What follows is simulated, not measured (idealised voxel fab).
Name of the process module below: voxel quadruple lines
Cross-section cut spans 245 nm and uses square cells 5 nm in size.
Cross-section = grid of square cells, listed top down in bands; band = one or more rows. The entry gives the band's vertical extent as a top height and a bottom height in nm, then its horizontal make-up as materials from left to right, each with a width in nm. "empty" stands for empty space; a single material marked "full width" fills the band edge to edge. A quick word on heights: they are counted from 0, and under that level the wafer as it came to us is one material throughout. The lowest band is different from the rest in having no bottom; it simply continues downward, written as in "0 and below". Top row gets the first number, bottom row gets the second, and each row in between changes by the same step: that is how a band width like "30->40" works. Where the words "nothing was modified" appear for a step, the cross-section shows no cell changed by that step; every cell remained as before. So "Closed void table" is basically the list of trapped voids: any empty space of 8 cells or more that can't reach the top through an opening. They're written width x height at distance, the distance being from the left edge, and it's all nm. Post-settings text on a step line: simulator's own remark regarding the step. overlay nm: right-of-plan distance of the mask on a masked step; negative values mean left-of-plan.
-- The steps planned for the process are as follows
1) RECEIVE | material Si
2) CONFORMAL_DEP | material Al2O3 | thk nm 5
3) DIRECTIONAL_DEP | material TiN | thk nm 10
4) DIRECTIONAL_DEP | material polySi | thk nm 20
5) DIRECTIONAL_DEP | material aC | thk nm 25
6) PATTERN | tone cover | mask id MANDREL | material resist | width nm 35 | pitch nm 100 | thk nm 30 | overlay nm 0
7) DIRECTIONAL_ETCH | etch materials aC | depth nm 25
8) STRIP | etch materials resist
9) CONFORMAL_DEP | material SiO2 | thk nm 15
10) DIRECTIONAL_ETCH | etch materials SiO2 | depth nm 15
11) STRIP | etch materials aC
12) DIRECTIONAL_ETCH | etch materials polySi | depth nm 20
13) STRIP | etch materials SiO2
14) CONFORMAL_DEP | material SiCN | thk nm 10
15) DIRECTIONAL_ETCH | etch materials SiCN | depth nm 10
16) STRIP | etch materials polySi
17) DIRECTIONAL_ETCH | etch materials TiN | depth nm 10
18) STRIP | etch materials SiCN
-- Shown in cross-section is the wafer as received, that is, as it stands after step 1
    0 and below = Si full width
    Closed void table: none
-- Here's the wafer cut in cross-section after the module, started and planned just like above, except one thing was done wrong in the run
    15 down to 5 = empty 25, then TiN 10, then empty 15, then TiN 10, then empty 25, then TiN 10, then empty 15, then TiN 10, then empty 5, then TiN 10, then empty 15, then TiN 10, then empty 25, then TiN 10, then empty 15, then TiN 10, then empty 25
    5 down to 0 = Al2O3 full width
    0 and below = Si full width
    Closed void table: none
Heads up, the wafer didn't run the way we planned it: note that step 6 departed from the planned setting and was carried out as PATTERN | tone cover | mask id MANDREL | material resist | width nm 45 | pitch nm 100 | thk nm 30 | overlay nm 0
